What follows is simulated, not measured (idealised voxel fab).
The following is a process module called voxel air gaps.
This is section cut - it's 275 nm across, gridded in 5 nm square cells.
Cross-section format: a grid of square cells, given as bands from top to bottom; each band is one or more rows of cells. Basically the band line says how high the top is and how high the bottom is, in nm, and then what's in it from left to right, every material with its width in nm. Empty space shows up as "blank", and if a single material carries "full width" it runs the full band edge to edge. Heights are measured from 0, the level below which the as-received wafer is all one material; the lowest band has no bottom and continues downward, written as in "0 and below". Quick explanation for "30..40": the width changes in equal steps down the rows of cells, from the first number in the band's top row to the second number in its bottom row. The designation "nothing altered", where it is given for a processing step, indicates that no cell of the cross-section was altered in the course of that step. Empty spaces counting at least 8 cells and having no open way to the top are listed in "Sealed voids". The notation width x height at distance is used for each, the distance being from the left edge and all three values in nm. Post-settings text on a step line: simulator's own remark regarding the step. "overlay nm" denotes, for a step that has a mask, the displacement of the mask to the right of its planned place, with negative values corresponding to the left.
HERE'S WHAT THE PLANNED PROCESS STEPS LOOK LIKE
- 1: RECEIVE (material Si)
- 2: CONFORMAL_DEP (material SiO2; thk nm 10)
- 3: CONFORMAL_DEP (material SiCN; thk nm 5)
- 4: DIRECTIONAL_DEP (material SiO2; thk nm 35)
- 5: MASKED_ETCH (tone open; mask id LINES; width nm 20; pitch nm 45; etch materials SiO2; depth nm 35; overlay nm 0)
- 6: CONFORMAL_DEP (material TiN; thk nm 5)
- 7: FILL_DEP (material Ru; thk nm 5)
- 8: CMP (height nm 50)
- 9: EPI (material Ru; thk nm 10)
- 10: SELECTIVE_ETCH (etch materials SiO2; depth nm 45)
- 11: CONFORMAL_DEP (material SiCN; thk nm 5)
THE FOLLOWING PERTAINS TO THE FIRST OF TWO WAFERS, WHICH WAS PROCESSED AS PLANNED
CROSS-SECTIONAL VIEW OF THE WAFER IN ITS AS-RECEIVED CONDITION, CORRESPONDING TO THE STATE AFTER STEP 1
	0 and below: Si full width
	Sealed voids: none
THE WAFER, SEEN IN CROSS-SECTION, AFTER STEP 2
	10 down to 0: SiO2 full width
	Beneath the level 0, the cross-section is identical to its previous state.
THE WAFER, SEEN IN CROSS-SECTION, AFTER STEP 3
	15 down to 10: SiCN full width
	Beneath the level 10, the cross-section is identical to its previous state.
THE WAFER, SEEN IN CROSS-SECTION, AFTER STEP 4
	50 down to 15: SiO2 full width
	Beneath the level 15, the cross-section is identical to its previous state.
THE WAFER, SEEN IN CROSS-SECTION, AFTER STEP 5
	50 down to 15: 80 of SiO2, then 20 of blank, then 25 of SiO2, then 20 of blank, then 25 of SiO2, then 20 of blank, then 85 of SiO2
	Beneath the level 15, the cross-section is identical to its previous state.
THE WAFER, SEEN IN CROSS-SECTION, AFTER STEP 6
	55 down to 50: 85 of TiN, then 10 of blank, then 35 of TiN, then 10 of blank, then 35 of TiN, then 10 of blank, then 90 of TiN
	50 down to 20: 80 of SiO2, then 5 of TiN, then 10 of blank, then 5 of TiN, then 25 of SiO2, then 5 of TiN, then 10 of blank, then 5 of TiN, then 25 of SiO2, then 5 of TiN, then 10 of blank, then 5 of TiN, then 85 of SiO2
	20 down to 15: 80 of SiO2, then 20 of TiN, then 25 of SiO2, then 20 of TiN, then 25 of SiO2, then 20 of TiN, then 85 of SiO2
	Beneath the level 15, the cross-section is identical to its previous state.
THE WAFER, SEEN IN CROSS-SECTION, AFTER STEP 7
	60 down to 55: Ru full width
	55 down to 50: 85 of TiN, then 10 of Ru, then 35 of TiN, then 10 of Ru, then 35 of TiN, then 10 of Ru, then 90 of TiN
	50 down to 20: 80 of SiO2, then 5 of TiN, then 10 of Ru, then 5 of TiN, then 25 of SiO2, then 5 of TiN, then 10 of Ru, then 5 of TiN, then 25 of SiO2, then 5 of TiN, then 10 of Ru, then 5 of TiN, then 85 of SiO2
	Beneath the level 20, the cross-section is identical to its previous state.
THE WAFER, SEEN IN CROSS-SECTION, AFTER STEP 8
	50 down to 20: 80 of SiO2, then 5 of TiN, then 10 of Ru, then 5 of TiN, then 25 of SiO2, then 5 of TiN, then 10 of Ru, then 5 of TiN, then 25 of SiO2, then 5 of TiN, then 10 of Ru, then 5 of TiN, then 85 of SiO2
	Beneath the level 20, the cross-section is identical to its previous state.
THE WAFER, SEEN IN CROSS-SECTION, AFTER STEP 9
	60 down to 50: 70 of blank, then 40 of Ru, then 5 of blank, then 40 of Ru, then 5 of blank, then 40 of Ru, then 75 of blank
	Beneath the level 50, the cross-section is identical to its previous state.
THE WAFER, SEEN IN CROSS-SECTION, AFTER STEP 10
	60 down to 50: 70 of blank, then 40 of Ru, then 5 of blank, then 40 of Ru, then 5 of blank, then 40 of Ru, then 75 of blank
	50 down to 20: 80 of blank, then 5 of TiN, then 10 of Ru, then 5 of TiN, then 25 of blank, then 5 of TiN, then 10 of Ru, then 5 of TiN, then 25 of blank, then 5 of TiN, then 10 of Ru, then 5 of TiN, then 85 of blank
	20 down to 15: 80 of blank, then 20 of TiN, then 25 of blank, then 20 of TiN, then 25 of blank, then 20 of TiN, then 85 of blank
	Beneath the level 15, the cross-section is identical to its previous state.
THE WAFER, SEEN IN CROSS-SECTION, AFTER STEP 11
	65 down to 60: 65 of blank, then 140 of SiCN, then 70 of blank
	60 down to 50: 65 of blank, then 5 of SiCN, then 40 of Ru, then 5 of SiCN, then 40 of Ru, then 5 of SiCN, then 40 of Ru, then 5 of SiCN, then 70 of blank
	50 down to 45: 65 of blank, then 15 of SiCN, then 5 of TiN, then 10 of Ru, then 5 of TiN, then 25 of SiCN, then 5 of TiN, then 10 of Ru, then 5 of TiN, then 25 of SiCN, then 5 of TiN, then 10 of Ru, then 5 of TiN, then 15 of SiCN, then 70 of blank
	45 down to 20: 75 of blank, then 5 of SiCN, then 5 of TiN, then 10 of Ru, then 5 of TiN, then 5 of SiCN, then 15 of blank, then 5 of SiCN, then 5 of TiN, then 10 of Ru, then 5 of TiN, then 5 of SiCN, then 15 of blank, then 5 of SiCN, then 5 of TiN, then 10 of Ru, then 5 of TiN, then 5 of SiCN, then 80 of blank
	20 down to 15: 80 of SiCN, then 20 of TiN, then 25 of SiCN, then 20 of TiN, then 25 of SiCN, then 20 of TiN, then 85 of SiCN
	Beneath the level 15, the cross-section is identical to its previous state.
	Sealed voids: 15 x 25 at 105; 15 x 25 at 150
SECOND WAFER (IDENTICAL START AND PLAN, ONE PROCESSING ERROR; MATCHES FIRST WAFER THROUGH STEP 4)
HERE IS THE SECOND WAFER IN CROSS-SECTION AT THE POINT WHERE STEP 5 OF THE PLAN SHOULD HAVE BEEN DONE
	50 down to 15: 80 of blank, then 20 of SiO2, then 25 of blank, then 20 of SiO2, then 25 of blank, then 20 of SiO2, then 85 of blank
	Beneath the level 15, the cross-section is identical to its previous state.
HERE IS THE SECOND WAFER IN CROSS-SECTION AT THE POINT WHERE STEP 6 OF THE PLAN SHOULD HAVE BEEN DONE
	55 down to 50: 75 of blank, then 30 of TiN, then 15 of blank, then 30 of TiN, then 15 of blank, then 30 of TiN, then 80 of blank
	50 down to 20: 75 of blank, then 5 of TiN, then 20 of SiO2, then 5 of TiN, then 15 of blank, then 5 of TiN, then 20 of SiO2, then 5 of TiN, then 15 of blank, then 5 of TiN, then 20 of SiO2, then 5 of TiN, then 80 of blank
	20 down to 15: 80 of TiN, then 20 of SiO2, then 25 of TiN, then 20 of SiO2, then 25 of TiN, then 20 of SiO2, then 85 of TiN
	Beneath the level 15, the cross-section is identical to its previous state.
HERE IS THE SECOND WAFER IN CROSS-SECTION AT THE POINT WHERE STEP 7 OF THE PLAN SHOULD HAVE BEEN DONE
	60 down to 55: Ru full width
	55 down to 50: 75 of Ru, then 30 of TiN, then 15 of Ru, then 30 of TiN, then 15 of Ru, then 30 of TiN, then 80 of Ru
	50 down to 20: 75 of Ru, then 5 of TiN, then 20 of SiO2, then 5 of TiN, then 15 of Ru, then 5 of TiN, then 20 of SiO2, then 5 of TiN, then 15 of Ru, then 5 of TiN, then 20 of SiO2, then 5 of TiN, then 80 of Ru
	Beneath the level 20, the cross-section is identical to its previous state.
HERE IS THE SECOND WAFER IN CROSS-SECTION AT THE POINT WHERE STEP 8 OF THE PLAN SHOULD HAVE BEEN DONE
	50 down to 20: 75 of Ru, then 5 of TiN, then 20 of SiO2, then 5 of TiN, then 15 of Ru, then 5 of TiN, then 20 of SiO2, then 5 of TiN, then 15 of Ru, then 5 of TiN, then 20 of SiO2, then 5 of TiN, then 80 of Ru
	Beneath the level 20, the cross-section is identical to its previous state.
HERE IS THE SECOND WAFER IN CROSS-SECTION AT THE POINT WHERE STEP 9 OF THE PLAN SHOULD HAVE BEEN DONE
	60 down to 50: Ru full width
	Beneath the level 50, the cross-section is identical to its previous state.
Here is the second wafer in cross-section at the point where step 10 of the plan should have been done: nothing altered
HERE IS THE SECOND WAFER IN CROSS-SECTION AT THE POINT WHERE STEP 11 OF THE PLAN SHOULD HAVE BEEN DONE
	65 down to 60: SiCN full width
	Beneath the level 60, the cross-section is identical to its previous state.
what went wrong: step 5 off recipe, ran as MASKED_ETCH (tone cover; mask id LINES; width nm 20; pitch nm 45; etch materials SiO2; depth nm 35; overlay nm 0)
Cell-count delta at end, second wafer over first, by material: Ru: 248 more | SiCN: 70 fewer | SiO2: 84 more | TiN: 31 more
At process end, closed voids number 2 in the first wafer and 0 in the second wafer.
